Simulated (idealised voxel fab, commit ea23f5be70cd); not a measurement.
Process module in this document: voxel tone inversion
Square cells of 5 nm make up the cross-section cut, whose width is 155 nm.
Throughout this document, each cross-section is represented as a grid of square cells and is presented as a sequence of bands enumerated from the top downward, where a band comprises one or more rows of cells.
For a band, the entry starts with two heights in nm, that of the top and then that of the bottom, and carries on with the band's materials in order from left to right, each alongside its width in nm; the word "full width" beside a single material means it fills the band edge to edge, and "empty" means empty space.
Heights are reckoned from 0. Under this level, the received wafer is all of one material. The bottommost band is open-ended downward, for example "from 0 down".
A width such as "30..40" changes by the same amount from each row of cells to the next, from the band's top row to its bottom row.
"remained unchanged" for a step: no cell of the cross-section changed in that step.
Heads up: "Unvented cavities" only lists the empty pockets with no open path to the top that are 8 cells or more, and it writes them as width x height at distance, distance from the left edge, in nm.
Whatever follows a step's settings on its line is a remark the simulator itself makes about that step.
If you see "overlay nm" on a step's line and that step has a mask, it's telling you how far right of where it was planned the mask ended up; a negative number means it went left instead.

Steps planned for the process:
1: RECEIVE: material Si
2: CONFORMAL_DEP: material SiN, thk nm 5
3: DIRECTIONAL_DEP: material polySi, thk nm 15
4: PATTERN: tone cover, mask id POSTS, material resist, width nm 25, pitch nm 55, thk nm 20, overlay nm -15
5: DIRECTIONAL_ETCH: etch materials polySi, depth nm 15
6: STRIP: etch materials resist
7: FILL_DEP: material lowk, thk nm 5
8: CMP: height nm 20
9: STRIP: etch materials polySi
10: CONFORMAL_DEP: material TiN, thk nm 5
11: FILL_DEP: material Ru, thk nm 10
12: CMP: height nm 20
13: CONFORMAL_DEP: material SiN, thk nm 5
It is noted that the wafers described herein are identical at the outset and are distinguished by the overlay nm of step 4; the value stated in the plan corresponds to the first wafer.

Cross-sectional view of the first of several wafers in the as-received condition, corresponding to the state following step 1:
* from 0 down = Si full width
* Unvented cavities: none

Below: a row per wafer. Contents at end of module: for every material, cells gained since receipt (+) or lost since receipt (-); then closed voids:
overlay nm -15 | +12 Ru | +62 SiN | +18 TiN | +63 lowk | Unvented cavities: none
overlay nm -10 | +12 Ru | +62 SiN | +18 TiN | +63 lowk | Unvented cavities: none
overlay nm -5 | +12 Ru | +62 SiN | +18 TiN | +63 lowk | Unvented cavities: none
overlay nm 0 | +12 Ru | +62 SiN | +18 TiN | +63 lowk | Unvented cavities: none
overlay nm 5 | +12 Ru | +62 SiN | +18 TiN | +63 lowk | Unvented cavities: none
overlay nm 10 | +12 Ru | +62 SiN | +18 TiN | +63 lowk | Unvented cavities: none
overlay nm 15 | +12 Ru | +62 SiN | +18 TiN | +63 lowk | Unvented cavities: none
